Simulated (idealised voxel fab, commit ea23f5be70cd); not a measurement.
The document below concerns the process module designated voxel capacitor over wiring.
For reference, the cross-section in this document is cut, with width 150 nm and square cells of 5 nm.
Format of a cross-section: grid, square cells. Given as bands. Order: top down. Band: one or more rows of cells. Band: top and bottom heights (nm) first, top before bottom; then materials from left to right, widths in nm. "everywhere" marks a sole material filling the band edge to edge. "blank" denotes empty space. Below 0: as-received wafer, all one material; heights counted from there. Lowest band: no bottom, goes on down, written "from 0 down". So if you see something like "30..40" for the width, read it as the top row of the band sitting at the first number and the bottom row at the second, with every row in between moving by the same amount as the last. A step reported as "stayed the same" is a step in which no cell of the cross-section changed. "Cavities, closed": sealed empty spaces, 8 cells or more, no open way to top, listed width x height at distance, with distance from the left edge and width, height and distance in nm. Anything after a step's settings on that line? It's the simulator's own note about the step. You can add "overlay nm" to a step's line. For a step with a mask, it describes how far the mask lay to the right of its planned position, and a negative number describes a lay to the left.
### Steps planned for the process
1,RECEIVE: material Si
2,CONFORMAL_DEP: material SiO2, thk nm 15
3,DIRECTIONAL_DEP: material TiN, thk nm 5
4,DIRECTIONAL_DEP: material Ru, thk nm 15
5,MASKED_ETCH: tone cover, mask id METAL_1, width nm 20, pitch nm 75, etch materials Ru, depth nm 15, overlay nm 0
6,MASKED_ETCH: tone cover, mask id METAL_1, width nm 20, pitch nm 75, etch materials TiN, depth nm 5, overlay nm 0
7,FILL_DEP: material lowk, thk nm 5
8,CMP: height nm 35
9,CONFORMAL_DEP: material SiCN, thk nm 5
10,DIRECTIONAL_DEP: material SiO2, thk nm 10
11,DIRECTIONAL_DEP: material aC, thk nm 10
12,PATTERN: tone open, mask id PLUG_1, material resist, width nm 15, thk nm 30, overlay nm 0
13,DIRECTIONAL_ETCH: etch materials aC, depth nm 10
14,STRIP: etch materials resist
15,DIRECTIONAL_ETCH: etch materials SiO2, depth nm 10
16,DIRECTIONAL_ETCH: etch materials SiCN, depth nm 5
17,STRIP: etch materials aC
18,EPI: material Ru, thk nm 10
19,EPI: material Ru, thk nm 5
20,DIRECTIONAL_DEP: material TiN, thk nm 10
21,DIRECTIONAL_DEP: material Al2O3, thk nm 5
22,DIRECTIONAL_DEP: material TiN, thk nm 5
23,DIRECTIONAL_DEP: material aC, thk nm 10
24,PATTERN: tone cover, mask id UPPER_PLATE, material resist, width nm 60, thk nm 25, overlay nm 0
25,DIRECTIONAL_ETCH: etch materials aC, depth nm 10
26,STRIP: etch materials resist
27,DIRECTIONAL_ETCH: etch materials TiN, depth nm 5
28,DIRECTIONAL_ETCH: etch materials Al2O3, depth nm 5
29,STRIP: etch materials aC
30,DIRECTIONAL_DEP: material aC, thk nm 15
31,PATTERN: tone cover, mask id LOWER_PLATE, material resist, width nm 70, thk nm 30, overlay nm 0
32,DIRECTIONAL_ETCH: etch materials aC, depth nm 15
33,STRIP: etch materials resist
34,DIRECTIONAL_ETCH: etch materials TiN, depth nm 10
35,STRIP: etch materials aC
36,FILL_DEP: material SiO2, thk nm 20
37,CMP: height nm 85
38,MASKED_ETCH: tone open, mask id PLUG_2, width nm 15, etch materials SiO2, depth nm 15, overlay nm 0
39,CONFORMAL_DEP: material TiN, thk nm 5
40,FILL_DEP: material W, thk nm 10
41,CMP: height nm 85
42,CONFORMAL_DEP: material SiN, thk nm 5
### The first wafer of two, processed as planned
### Cross-section of the wafer upon arrival, representing the state reached after step 1
- from 0 down = Si everywhere
- Cavities, closed: none
### Cross-section: wafer state after step 2
- from 15 to 0 = SiO2 everywhere
- Below 0, the layers are the same as they were.
### Cross-section: wafer state after step 3
- from 20 to 15 = TiN everywhere
- Below 15, the layers are the same as they were.
### Cross-section: wafer state after step 4
- from 35 to 20 = Ru everywhere
- Below 20, the layers are the same as they were.
### Cross-section: wafer state after step 5
- from 35 to 20 = blank (25) | Ru (20) | blank (55) | Ru (20) | blank (30)
- Below 20, the layers are the same as they were.
### Cross-section: wafer state after step 6
- from 35 to 20 = blank (25) | Ru (20) | blank (55) | Ru (20) | blank (30)
- from 20 to 15 = blank (25) | TiN (20) | blank (55) | TiN (20) | blank (30)
- Below 15, the layers are the same as they were.
### Cross-section: wafer state after step 7
- from 40 to 35 = lowk everywhere
- from 35 to 20 = lowk (25) | Ru (20) | lowk (55) | Ru (20) | lowk (30)
- from 20 to 15 = lowk (25) | TiN (20) | lowk (55) | TiN (20) | lowk (30)
- Below 15, the layers are the same as they were.
### Cross-section: wafer state after step 8
- from 35 to 20 = lowk (25) | Ru (20) | lowk (55) | Ru (20) | lowk (30)
- Below 20, the layers are the same as they were.
### Cross-section: wafer state after step 9
- from 40 to 35 = SiCN everywhere
- Below 35, the layers are the same as they were.
### Cross-section: wafer state after step 10
- from 50 to 40 = SiO2 everywhere
- Below 40, the layers are the same as they were.
### Cross-section: wafer state after step 11
- from 60 to 50 = aC everywhere
- Below 50, the layers are the same as they were.
### Cross-section: wafer state after step 12
- from 90 to 60 = resist (30) | blank (15) | resist (105)
- Below 60, the layers are the same as they were.
### Cross-section: wafer state after step 13
- from 80 to 60 = resist (30) | blank (15) | resist (105)
- from 60 to 50 = aC (30) | blank (15) | aC (105)
- Below 50, the layers are the same as they were.
### Cross-section: wafer state after step 14
- from 60 to 50 = aC (30) | blank (15) | aC (105)
- Below 50, the layers are the same as they were.
### Cross-section: wafer state after step 15
- from 60 to 50 = aC (30) | blank (15) | aC (105)
- from 50 to 40 = SiO2 (30) | blank (15) | SiO2 (105)
- Below 40, the layers are the same as they were.
### Cross-section: wafer state after step 16
- from 60 to 50 = aC (30) | blank (15) | aC (105)
- from 50 to 40 = SiO2 (30) | blank (15) | SiO2 (105)
- from 40 to 35 = SiCN (30) | blank (15) | SiCN (105)
- Below 35, the layers are the same as they were.
### Cross-section: wafer state after step 17
- from 50 to 40 = SiO2 (30) | blank (15) | SiO2 (105)
- Below 40, the layers are the same as they were.
### Cross-section: wafer state after step 18
- from 50 to 45 = SiO2 (30) | blank (15) | SiO2 (105)
- from 45 to 40 = SiO2 (30) | Ru (15) | SiO2 (105)
- from 40 to 35 = SiCN (30) | Ru (15) | SiCN (105)
- Below 35, the layers are the same as they were.
### Cross-section: wafer state after step 19
- from 50 to 40 = SiO2 (30) | Ru (15) | SiO2 (105)
- Below 40, the layers are the same as they were.
### Cross-section: wafer state after step 20
- from 60 to 50 = TiN everywhere
- Below 50, the layers are the same as they were.
### Cross-section: wafer state after step 21
- from 65 to 60 = Al2O3 everywhere
- Below 60, the layers are the same as they were.
### Cross-section: wafer state after step 22
- from 70 to 65 = TiN everywhere
- Below 65, the layers are the same as they were.
### Cross-section: wafer state after step 23
- from 80 to 70 = aC everywhere
- Below 70, the layers are the same as they were.
### Cross-section: wafer state after step 24
- from 105 to 80 = blank (30) | resist (60) | blank (60)
- Below 80, the layers are the same as they were.
### Cross-section: wafer state after step 25
- from 95 to 80 = blank (30) | resist (60) | blank (60)
- from 80 to 70 = blank (30) | aC (60) | blank (60)
- Below 70, the layers are the same as they were.
### Cross-section: wafer state after step 26
- from 80 to 70 = blank (30) | aC (60) | blank (60)
- Below 70, the layers are the same as they were.
### Cross-section: wafer state after step 27
- from 80 to 70 = blank (30) | aC (60) | blank (60)
- from 70 to 65 = blank (30) | TiN (60) | blank (60)
- Below 65, the layers are the same as they were.
### Cross-section: wafer state after step 28
- from 80 to 70 = blank (30) | aC (60) | blank (60)
- from 70 to 65 = blank (30) | TiN (60) | blank (60)
- from 65 to 60 = blank (30) | Al2O3 (60) | blank (60)
- Below 60, the layers are the same as they were.
### Cross-section: wafer state after step 29
- from 70 to 65 = blank (30) | TiN (60) | blank (60)
- Below 65, the layers are the same as they were.
### Cross-section: wafer state after step 30
- from 85 to 75 = blank (30) | aC (60) | blank (60)
- from 75 to 70 = aC everywhere
- from 70 to 65 = aC (30) | TiN (60) | aC (60)
- from 65 to 60 = aC (30) | Al2O3 (60) | aC (60)
- Below 60, the layers are the same as they were.
### Cross-section: wafer state after step 31
- from 115 to 85 = blank (25) | resist (70) | blank (55)
- from 85 to 75 = blank (25) | resist (5) | aC (60) | resist (5) | blank (55)
- Below 75, the layers are the same as they were.
### Cross-section: wafer state after step 32
- from 100 to 85 = blank (25) | resist (70) | blank (55)
- from 85 to 75 = blank (25) | resist (5) | aC (60) | resist (5) | blank (55)
- from 75 to 70 = blank (25) | aC (70) | blank (55)
- from 70 to 65 = blank (25) | aC (5) | TiN (60) | aC (5) | blank (55)
- from 65 to 60 = blank (25) | aC (5) | Al2O3 (60) | aC (5) | blank (55)
- Below 60, the layers are the same as they were.
### Cross-section: wafer state after step 33
- from 85 to 75 = blank (30) | aC (60) | blank (60)
- Below 75, the layers are the same as they were.
### Cross-section: wafer state after step 34
- from 85 to 75 = blank (30) | aC (60) | blank (60)
- from 75 to 70 = blank (25) | aC (70) | blank (55)
- from 70 to 65 = blank (25) | aC (5) | TiN (60) | aC (5) | blank (55)
- from 65 to 60 = blank (25) | aC (5) | Al2O3 (60) | aC (5) | blank (55)
- from 60 to 50 = blank (25) | TiN (70) | blank (55)
- Below 50, the layers are the same as they were.
### Cross-section: wafer state after step 35
- from 70 to 65 = blank (30) | TiN (60) | blank (60)
- from 65 to 60 = blank (30) | Al2O3 (60) | blank (60)
- Below 60, the layers are the same as they were.
### Cross-section: wafer state after step 36
- from 90 to 70 = SiO2 everywhere
- from 70 to 65 = SiO2 (30) | TiN (60) | SiO2 (60)
- from 65 to 60 = SiO2 (30) | Al2O3 (60) | SiO2 (60)
- from 60 to 50 = SiO2 (25) | TiN (70) | SiO2 (55)
- Below 50, the layers are the same as they were.
### Cross-section: wafer state after step 37
- from 85 to 70 = SiO2 everywhere
- Below 70, the layers are the same as they were.
### Cross-section: wafer state after step 38
- from 85 to 70 = SiO2 (40) | blank (15) | SiO2 (95)
- Below 70, the layers are the same as they were.
### Cross-section: wafer state after step 39
- from 90 to 85 = TiN (45) | blank (5) | TiN (100)
- from 85 to 75 = SiO2 (40) | TiN (5) | blank (5) | TiN (5) | SiO2 (95)
- from 75 to 65 = SiO2 (40..30) | TiN (15..60) | SiO2 (95..60)
- Below 65, the layers are the same as they were.
### Cross-section: wafer state after step 40
- from 100 to 90 = W everywhere
- from 90 to 85 = TiN (45) | W (5) | TiN (100)
- from 85 to 75 = SiO2 (40) | TiN (5) | W (5) | TiN (5) | SiO2 (95)
- Below 75, the layers are the same as they were.
### Cross-section: wafer state after step 41
- from 85 to 75 = SiO2 (40) | TiN (5) | W (5) | TiN (5) | SiO2 (95)
- Below 75, the layers are the same as they were.
### Cross-section: wafer state after step 42
- from 90 to 85 = SiN everywhere
- Below 85, the layers are the same as they were.
### second wafer: like start, like plan, one mistake. Through step 36 it matches the first wafer
### Second wafer cross-section, taken as of the time the plan sets for step 37 to be done
- from 75 to 70 = SiO2 everywhere
- Below 70, the layers are the same as they were.
### Second wafer cross-section, taken as of the time the plan sets for step 38 to be done
- from 75 to 70 = SiO2 (40) | blank (15) | SiO2 (95)
- Below 70, the layers are the same as they were.
### Second wafer cross-section, taken as of the time the plan sets for step 39 to be done
- from 80 to 75 = TiN (45) | blank (5) | TiN (100)
- from 75 to 65 = SiO2 (40..30) | TiN (15..60) | SiO2 (95..60)
- Below 65, the layers are the same as they were.
### Second wafer cross-section, taken as of the time the plan sets for step 40 to be done
- from 90 to 80 = W everywhere
- from 80 to 75 = TiN (45) | W (5) | TiN (100)
- Below 75, the layers are the same as they were.
### Second wafer cross-section, taken as of the time the plan sets for step 41 to be done
- from 85 to 80 = W everywhere
- Below 80, the layers are the same as they were.
### Second wafer cross-section, taken as of the time the plan sets for step 42 to be done
- from 90 to 85 = SiN everywhere
- Below 85, the layers are the same as they were.
What went wrong in running the wafer? contrary to plan, step 37 was performed as CMP: height nm 75
Heads up, by the end the second wafer has more or fewer cells of some materials compared to the first: SiO2 -54 | TiN +25 | W +29
